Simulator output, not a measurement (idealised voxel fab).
Process module name: voxel capacitor over wiring
We display cut, a cross-section 255 nm in width whose square cells are each 5 nm.
Cross-section, as written here: a square-cell grid given band by band from the top down, where a band holds one or more rows of cells. It is stipulated that each band's entry specify, in nanometres, the height of the top of the band and then that of its bottom, followed by the materials of the band in left-to-right sequence, each together with its width in nanometres. A single material marked by the word "full width" is understood to fill the band from edge to edge; the word "empty" is understood to denote empty space. We count height from 0. Below that, the starting wafer is all one material. The lowest band never ends at the bottom but goes on down; see "0 nm and below" for how that is written. With a width like "30->40", each row of cells in the band differs from the next by the same amount, the top row carrying the first number and the bottom row the second. Reading "no alteration" for a step: not a cell of the cross-section changed in it. The entry "Sealed void listing" lists the empty spaces that cover at least 8 cells and have no open path to the top. Each is written as width x height at distance, where the distance is measured from the left edge and all three values are in nm. On each step's line, the part that comes after the settings is the simulator's own comment on the step. If you see "overlay nm" on a step's line and that step has a mask, it's telling you how far right of where it was planned the mask ended up; a negative number means it went left instead.

These are the steps we planned for the process:
| 1 | op RECEIVE | material Si |
| 2 | op CONFORMAL_DEP | material SiO2 | thk nm 15 |
| 3 | op CONFORMAL_DEP | material SiCN | thk nm 5 |
| 4 | op DIRECTIONAL_DEP | material lowk | thk nm 15 |
| 5 | op PATTERN | tone open | mask id METAL_1 | material resist | width nm 25 | pitch nm 90 | thk nm 15 | overlay nm 0 |
| 6 | op DIRECTIONAL_ETCH | etch materials lowk | depth nm 15 |
| 7 | op DIRECTIONAL_ETCH | etch materials SiCN | depth nm 5 |
| 8 | op STRIP | etch materials resist |
| 9 | op CONFORMAL_DEP | material TiN | thk nm 5 |
| 10 | op FILL_DEP | material Cu | thk nm 5 |
| 11 | op CMP | height nm 35 |
| 12 | op EPI | material Ru | thk nm 5 |
| 13 | op FILL_DEP | material SiCN | thk nm 5 |
| 14 | op DIRECTIONAL_DEP | material lowk | thk nm 15 |
| 15 | op DIRECTIONAL_DEP | material aC | thk nm 10 |
| 16 | op PATTERN | tone open | mask id PLUG_1 | material resist | width nm 15 | thk nm 25 | overlay nm 0 |
| 17 | op DIRECTIONAL_ETCH | etch materials aC | depth nm 10 |
| 18 | op STRIP | etch materials resist |
| 19 | op DIRECTIONAL_ETCH | etch materials lowk | depth nm 15 |
| 20 | op DIRECTIONAL_ETCH | etch materials SiCN | depth nm 5 |
| 21 | op STRIP | etch materials aC |
| 22 | op EPI | material Ru | thk nm 10 |
| 23 | op EPI | material Ru | thk nm 10 |
| 24 | op DIRECTIONAL_DEP | material TiN | thk nm 5 |
| 25 | op DIRECTIONAL_DEP | material SiN | thk nm 5 |
| 26 | op DIRECTIONAL_DEP | material TiN | thk nm 10 |
| 27 | op MASKED_ETCH | tone cover | mask id UPPER_PLATE | width nm 70 | etch materials TiN | depth nm 10 | overlay nm 0 |
| 28 | op MASKED_ETCH | tone cover | mask id UPPER_PLATE | width nm 70 | etch materials SiN | depth nm 5 | overlay nm 0 |
| 29 | op PATTERN | tone cover | mask id LOWER_PLATE | material resist | width nm 80 | thk nm 15 | overlay nm 0 |
| 30 | op DIRECTIONAL_ETCH | etch materials TiN | depth nm 5 |
| 31 | op STRIP | etch materials resist |
| 32 | op FILL_DEP | material SiO2 | thk nm 15 |
| 33 | op CMP | height nm 90 |
| 34 | op PATTERN | tone open | mask id PLUG_2 | material resist | width nm 15 | thk nm 15 | overlay nm 0 |
| 35 | op DIRECTIONAL_ETCH | etch materials SiO2 | depth nm 10 |
| 36 | op STRIP | etch materials resist |
| 37 | op CONFORMAL_DEP | material TiN | thk nm 5 |
| 38 | op FILL_DEP | material W | thk nm 5 |
| 39 | op CMP | height nm 90 |
| 40 | op CONFORMAL_DEP | material SiN | thk nm 5 |

Cross-sectional view of the wafer in its as-received condition, corresponding to the state after step 1:
- 0 nm and below = Si full width
- Sealed void listing: none

Look at the cross-section after the module: the wafer started out the way shown above and the plan was the one shown above, yet one mistake was made along the way:
- 95 nm to 90 nm = SiN full width
- 90 nm to 80 nm = SiO2: 80; TiN: 25; SiO2: 150
- 80 nm to 75 nm = SiO2: 80; SiN: 25; TiN: 45; SiO2: 105
- 75 nm to 70 nm = SiO2: 75; TiN: 75; SiO2: 105
- 70 nm to 65 nm = SiO2: 70; Ru: 35; SiN: 45; SiO2: 105
- 65 nm to 60 nm = SiO2: 70; Ru: 35; TiN: 50; SiO2: 100
- 60 nm to 45 nm = lowk: 80; Ru: 15; lowk: 160
- 45 nm to 40 nm = SiCN: 80; Ru: 15; SiCN: 160
- 40 nm to 35 nm = SiCN: 65; Ru: 35; SiCN: 55; Ru: 35; SiCN: 65
- 35 nm to 20 nm = lowk: 70; TiN: 5; Cu: 15; TiN: 5; lowk: 65; TiN: 5; Cu: 15; TiN: 5; lowk: 70
- 20 nm to 15 nm = SiCN: 70; TiN: 25; SiCN: 65; TiN: 25; SiCN: 70
- 15 nm to 0 nm = SiO2 full width
- 0 nm and below = Si full width
- Sealed void listing: none
What was done differently from what was planned? one of steps 22 and 23 got run twice, and since they're all the same there's no telling which
